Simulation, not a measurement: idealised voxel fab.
Herein follows the process module entitled voxel tone inversion.
Displayed cross-section: cut, width of 295 nm, square cells sized 5 nm.
Cross-section format: a grid of square cells, given as bands from top to bottom; each band is one or more rows of cells.
Quick guide to a band line: top height, bottom height (nm) up front; then every material left to right with its width in nm. Only one material and it's marked "throughout"? Then it fills the band edge to edge. And "air" just means empty space.
Measure heights from 0. That's the level where, below it, the as-received wafer is all one material. The lowest band is bottomless and extends downward; write it as in "0 down".
Top row gets the first number, bottom row gets the second, and each row in between changes by the same step: that is how a band width like "30->40" works.
Take "nothing altered" at face value: in the step it is given for, the cross-section changed in none of its cells.
"Sealed void inventory" specifies each empty space that is not open to the top and that occupies no fewer than 8 cells, using the form width x height at distance, the distance measured from the left edge and all three quantities in nm.
Past the settings on a step's line: simulator remark, on that step.
Steps that use a mask can have "overlay nm" on their line. It says how far the mask sat to the right of where it was meant to be. Negative means to the left.
Intended process steps:
1. RECEIVE with material Si
2. CONFORMAL_DEP with material SiN, thk nm 5
3. DIRECTIONAL_DEP with material polySi, thk nm 20
4. PATTERN with tone cover, mask id POSTS, material resist, width nm 15, pitch nm 55, thk nm 25, overlay nm 0
5. DIRECTIONAL_ETCH with etch materials polySi, depth nm 20
6. STRIP with etch materials resist
7. FILL_DEP with material lowk, thk nm 5
8. CMP with height nm 25
9. STRIP with etch materials polySi
10. CONFORMAL_DEP with material TiN, thk nm 5
11. FILL_DEP with material Cu, thk nm 10
12. CMP with height nm 25
13. CONFORMAL_DEP with material SiCN, thk nm 5
Wafer-to-wafer difference: width nm, step 4. Common start. Plan = first wafer's value.
First of several wafers, received after step 1, in cross-section:
> 0 down = Si throughout
> Sealed void inventory: none
End of the module, past its last step, step 13: how the first of several wafers looks in cross-section:
> 30 to 25 = SiCN throughout
> 25 to 10 = lowk 85 nm, then TiN 5 nm, then Cu 5 nm, then TiN 5 nm, then lowk 40 nm, then TiN 5 nm, then Cu 5 nm, then TiN 5 nm, then lowk 40 nm, then TiN 5 nm, then Cu 5 nm, then TiN 5 nm, then lowk 85 nm
> 10 to 5 = lowk 85 nm, then TiN 15 nm, then lowk 40 nm, then TiN 15 nm, then lowk 40 nm, then TiN 15 nm, then lowk 85 nm
> 5 to 0 = SiN throughout
> 0 down = Si throughout
> Sealed void inventory: none
Cross-sectional view of the final wafer of several at the module's end:
> 30 to 25 = SiCN throughout
> 25 to 10 = lowk 75 nm, then TiN 5 nm, then Cu 30 nm, then TiN 5 nm, then lowk 15 nm, then TiN 5 nm, then Cu 30 nm, then TiN 5 nm, then lowk 15 nm, then TiN 5 nm, then Cu 30 nm, then TiN 5 nm, then lowk 70 nm
> 10 to 5 = lowk 75 nm, then TiN 40 nm, then lowk 15 nm, then TiN 40 nm, then lowk 15 nm, then TiN 40 nm, then lowk 70 nm
> 5 to 0 = SiN throughout
> 0 down = Si throughout
> Sealed void inventory: none
End of module, by wafer: material-by-material cell gain (+) or loss (-) since receipt, then closed voids:
width nm 15; +9 Cu; +59 SiCN; +59 SiN; +27 TiN; +200 lowk; Sealed void inventory: none
width nm 20; +18 Cu; +59 SiCN; +59 SiN; +30 TiN; +188 lowk; Sealed void inventory: none
width nm 25; +27 Cu; +59 SiCN; +59 SiN; +33 TiN; +176 lowk; Sealed void inventory: none
width nm 30; +36 Cu; +59 SiCN; +59 SiN; +36 TiN; +164 lowk; Sealed void inventory: none
width nm 35; +45 Cu; +59 SiCN; +59 SiN; +39 TiN; +152 lowk; Sealed void inventory: none
width nm 40; +54 Cu; +59 SiCN; +59 SiN; +42 TiN; +140 lowk; Sealed void inventory: none
